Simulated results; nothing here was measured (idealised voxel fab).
process module | voxel gate over fins
cross-section cut | 245 nm wide | cells 5 nm
A cross-section is a grid of square cells, given in bands from the top down. A band is one or more rows of cells.
Each band's line starts with the height of the band's top and of its bottom, in nm. Then come its materials from left to right, each with its width in nm. One material with "throughout" fills the band from edge to edge. "air" is empty space.
Height 0 is the level under which the wafer as received is all one material. The lowest band goes on downwards, as in "0 down".
A width such as "30 to 40" changes by the same amount from each row of cells to the next, from the band's top row to its bottom row.
"no change" after a step means that no cell of the cross-section changed.
closed voids: empty space of 8 cells or more with no open way to the top, each as width x height at its distance from the left edge, in nm
after a step's settings: what the simulator itself notes on the step
overlay nm, on a step with a mask: how far to the right of its planned place the mask lay; to the left if negative
plan
1 op RECEIVE | material Si
2 op CONFORMAL_DEP | material SiN | thk nm 5
3 op MASKED_ETCH | tone cover | mask id FINS | width nm 15 | pitch nm 55 | etch materials SiN | depth nm 5 | overlay nm 0
4 op MASKED_ETCH | tone cover | mask id FINS | width nm 15 | pitch nm 55 | etch materials Si | depth nm 30 | overlay nm 0
5 op OXIDIZE | depth nm 5
6 op FILL_DEP | material SiO2 | thk nm 15
7 op CMP | height nm 5
8 op PATTERN | tone open | mask id RAIL | material resist | width nm 15 | thk nm 20 | overlay nm 0
9 op DIRECTIONAL_ETCH | etch materials SiO2 | depth nm 30
10 op STRIP | etch materials resist
11 op CONFORMAL_DEP | material TiN | thk nm 5
12 op FILL_DEP | material W | thk nm 5
13 op CMP | height nm 5
14 op SELECTIVE_ETCH | etch materials W Ru TiN | depth nm 25
15 op FILL_DEP | material SiO2 | thk nm 5
16 op CMP | height nm 5
17 op SELECTIVE_ETCH | etch materials SiO2 | depth nm 20
18 op STRIP | etch materials SiN
19 op CONFORMAL_DEP | material HfO2 | thk nm 5
20 op CONFORMAL_DEP | material TiN | thk nm 5
21 op FILL_DEP | material W | thk nm 10
22 op CMP | height nm 15
23 op CONFORMAL_DEP | material SiN | thk nm 5
first wafer, as planned
as received, after step 1
  0 down: Si throughout
  closed voids: none
after step 2
  5 to 0: SiN throughout
  below 0: unchanged
after step 3
  5 to 0: air 30 | SiN 15 | air 40 | SiN 15 | air 40 | SiN 15 | air 40 | SiN 15 | air 35
  below 0: unchanged
after step 4
  5 to 0: air 30 | SiN 15 | air 40 | SiN 15 | air 40 | SiN 15 | air 40 | SiN 15 | air 35
  0 to -30: air 30 | Si 15 | air 40 | Si 15 | air 40 | Si 15 | air 40 | Si 15 | air 35
  below -30: unchanged
after step 5
  5 to 0: air 30 | SiN 15 | air 40 | SiN 15 | air 40 | SiN 15 | air 40 | SiN 15 | air 35
  0 to -30: air 30 | SiO2 5 | Si 5 | SiO2 5 | air 40 | SiO2 5 | Si 5 | SiO2 5 | air 40 | SiO2 5 | Si 5 | SiO2 5 | air 40 | SiO2 5 | Si 5 | SiO2 5 | air 35
  -30 to -35: SiO2 35 | Si 5 | SiO2 50 | Si 5 | SiO2 50 | Si 5 | SiO2 50 | Si 5 | SiO2 40
  below -35: unchanged
after step 6
  20 to 5: SiO2 throughout
  5 to 0: SiO2 30 | SiN 15 | SiO2 40 | SiN 15 | SiO2 40 | SiN 15 | SiO2 40 | SiN 15 | SiO2 35
  0 to -35: SiO2 35 | Si 5 | SiO2 50 | Si 5 | SiO2 50 | Si 5 | SiO2 50 | Si 5 | SiO2 40
  below -35: unchanged
after step 7
  5 to 0: SiO2 30 | SiN 15 | SiO2 40 | SiN 15 | SiO2 40 | SiN 15 | SiO2 40 | SiN 15 | SiO2 35
  below 0: unchanged
after step 8
  25 to 5: resist 55 | air 15 | resist 175
  below 5: unchanged
after step 9
  25 to 5: resist 55 | air 15 | resist 175
  5 to 0: SiO2 30 | SiN 15 | SiO2 10 | air 15 | SiO2 15 | SiN 15 | SiO2 40 | SiN 15 | SiO2 40 | SiN 15 | SiO2 35
  0 to -25: SiO2 35 | Si 5 | SiO2 15 | air 15 | SiO2 20 | Si 5 | SiO2 50 | Si 5 | SiO2 50 | Si 5 | SiO2 40
  below -25: unchanged
after step 10
  5 to 0: SiO2 30 | SiN 15 | SiO2 10 | air 15 | SiO2 15 | SiN 15 | SiO2 40 | SiN 15 | SiO2 40 | SiN 15 | SiO2 35
  below 0: unchanged
after step 11
  10 to 5: TiN 60 | air 5 | TiN 180
  5 to 0: SiO2 30 | SiN 15 | SiO2 10 | TiN 5 | air 5 | TiN 5 | SiO2 15 | SiN 15 | SiO2 40 | SiN 15 | SiO2 40 | SiN 15 | SiO2 35
  0 to -20: SiO2 35 | Si 5 | SiO2 15 | TiN 5 | air 5 | TiN 5 | SiO2 20 | Si 5 | SiO2 50 | Si 5 | SiO2 50 | Si 5 | SiO2 40
  -20 to -25: SiO2 35 | Si 5 | SiO2 15 | TiN 15 | SiO2 20 | Si 5 | SiO2 50 | Si 5 | SiO2 50 | Si 5 | SiO2 40
  below -25: unchanged
after step 12
  15 to 10: W throughout
  10 to 5: TiN 60 | W 5 | TiN 180
  5 to 0: SiO2 30 | SiN 15 | SiO2 10 | TiN 5 | W 5 | TiN 5 | SiO2 15 | SiN 15 | SiO2 40 | SiN 15 | SiO2 40 | SiN 15 | SiO2 35
  0 to -20: SiO2 35 | Si 5 | SiO2 15 | TiN 5 | W 5 | TiN 5 | SiO2 20 | Si 5 | SiO2 50 | Si 5 | SiO2 50 | Si 5 | SiO2 40
  below -20: unchanged
after step 13
  5 to 0: SiO2 30 | SiN 15 | SiO2 10 | TiN 5 | W 5 | TiN 5 | SiO2 15 | SiN 15 | SiO2 40 | SiN 15 | SiO2 40 | SiN 15 | SiO2 35
  below 0: unchanged
after step 14
  5 to 0: SiO2 30 | SiN 15 | SiO2 10 | air 15 | SiO2 15 | SiN 15 | SiO2 40 | SiN 15 | SiO2 40 | SiN 15 | SiO2 35
  0 to -20: SiO2 35 | Si 5 | SiO2 15 | air 15 | SiO2 20 | Si 5 | SiO2 50 | Si 5 | SiO2 50 | Si 5 | SiO2 40
  below -20: unchanged
after step 15
  10 to 5: SiO2 throughout
  5 to 0: SiO2 30 | SiN 15 | SiO2 40 | SiN 15 | SiO2 40 | SiN 15 | SiO2 40 | SiN 15 | SiO2 35
  0 to -20: SiO2 35 | Si 5 | SiO2 50 | Si 5 | SiO2 50 | Si 5 | SiO2 50 | Si 5 | SiO2 40
  below -20: unchanged
after step 16
  5 to 0: SiO2 30 | SiN 15 | SiO2 40 | SiN 15 | SiO2 40 | SiN 15 | SiO2 40 | SiN 15 | SiO2 35
  below 0: unchanged
after step 17
  5 to 0: air 30 | SiN 15 | air 40 | SiN 15 | air 40 | SiN 15 | air 40 | SiN 15 | air 35
  0 to -15: air 35 | Si 5 | air 50 | Si 5 | air 50 | Si 5 | air 50 | Si 5 | air 40
  below -15: unchanged
after step 18
  0 to -15: air 35 | Si 5 | air 50 | Si 5 | air 50 | Si 5 | air 50 | Si 5 | air 40
  below -15: unchanged
after step 19
  5 to 0: air 30 | HfO2 15 | air 40 | HfO2 15 | air 40 | HfO2 15 | air 40 | HfO2 15 | air 35
  0 to -10: air 30 | HfO2 5 | Si 5 | HfO2 5 | air 40 | HfO2 5 | Si 5 | HfO2 5 | air 40 | HfO2 5 | Si 5 | HfO2 5 | air 40 | HfO2 5 | Si 5 | HfO2 5 | air 35
  -10 to -15: HfO2 35 | Si 5 | HfO2 50 | Si 5 | HfO2 50 | Si 5 | HfO2 50 | Si 5 | HfO2 40
  below -15: unchanged
after step 20
  10 to 5: air 25 | TiN 25 | air 30 | TiN 25 | air 30 | TiN 25 | air 30 | TiN 25 | air 30
  5 to 0: air 25 | TiN 5 | HfO2 15 | TiN 5 | air 30 | TiN 5 | HfO2 15 | TiN 5 | air 30 | TiN 5 | HfO2 15 | TiN 5 | air 30 | TiN 5 | HfO2 15 | TiN 5 | air 30
  0 to -5: air 25 | TiN 5 | HfO2 5 | Si 5 | HfO2 5 | TiN 5 | air 30 | TiN 5 | HfO2 5 | Si 5 | HfO2 5 | TiN 5 | air 30 | TiN 5 | HfO2 5 | Si 5 | HfO2 5 | TiN 5 | air 30 | TiN 5 | HfO2 5 | Si 5 | HfO2 5 | TiN 5 | air 30
  -5 to -10: TiN 30 | HfO2 5 | Si 5 | HfO2 5 | TiN 40 | HfO2 5 | Si 5 | HfO2 5 | TiN 40 | HfO2 5 | Si 5 | HfO2 5 | TiN 40 | HfO2 5 | Si 5 | HfO2 5 | TiN 35
  below -10: unchanged
after step 21
  20 to 10: W throughout
  10 to 5: W 25 | TiN 25 | W 30 | TiN 25 | W 30 | TiN 25 | W 30 | TiN 25 | W 30
  5 to 0: W 25 | TiN 5 | HfO2 15 | TiN 5 | W 30 | TiN 5 | HfO2 15 | TiN 5 | W 30 | TiN 5 | HfO2 15 | TiN 5 | W 30 | TiN 5 | HfO2 15 | TiN 5 | W 30
  0 to -5: W 25 | TiN 5 | HfO2 5 | Si 5 | HfO2 5 | TiN 5 | W 30 | TiN 5 | HfO2 5 | Si 5 | HfO2 5 | TiN 5 | W 30 | TiN 5 | HfO2 5 | Si 5 | HfO2 5 | TiN 5 | W 30 | TiN 5 | HfO2 5 | Si 5 | HfO2 5 | TiN 5 | W 30
  below -5: unchanged
after step 22
  15 to 10: W throughout
  below 10: unchanged
after step 23
  20 to 15: SiN throughout
  below 15: unchanged
second wafer: like start, like plan, one mistake. Through step 16 it matches the first wafer
when step 17 should have ended
  5 to 0: air 30 | SiN 15 | air 40 | SiN 15 | air 40 | SiN 15 | air 40 | SiN 15 | air 35
  0 to -5: air 35 | Si 5 | air 50 | Si 5 | air 50 | Si 5 | air 50 | Si 5 | air 40
  below -5: unchanged
when step 18 should have ended
  0 to -5: air 35 | Si 5 | air 50 | Si 5 | air 50 | Si 5 | air 50 | Si 5 | air 40
  below -5: unchanged
when step 19 should have ended
  5 to 0: air 30 | HfO2 15 | air 40 | HfO2 15 | air 40 | HfO2 15 | air 40 | HfO2 15 | air 35
  0 to -5: HfO2 35 | Si 5 | HfO2 50 | Si 5 | HfO2 50 | Si 5 | HfO2 50 | Si 5 | HfO2 40
  below -5: unchanged
when step 20 should have ended
  10 to 5: air 25 | TiN 25 | air 30 | TiN 25 | air 30 | TiN 25 | air 30 | TiN 25 | air 30
  5 to 0: TiN 30 | HfO2 15 | TiN 40 | HfO2 15 | TiN 40 | HfO2 15 | TiN 40 | HfO2 15 | TiN 35
  below 0: unchanged
when step 21 should have ended
  20 to 10: W throughout
  10 to 5: W 25 | TiN 25 | W 30 | TiN 25 | W 30 | TiN 25 | W 30 | TiN 25 | W 30
  below 5: unchanged
when step 22 should have ended
  15 to 10: W throughout
  below 10: unchanged
when step 23 should have ended
  20 to 15: SiN throughout
  below 15: unchanged
what went wrong: step 17 ran as: op SELECTIVE_ETCH | etch materials SiO2 | depth nm 10
at the end the second wafer has, in cells: 16 fewer of HfO2 | 90 more of SiO2 | 16 fewer of TiN | 58 fewer of W
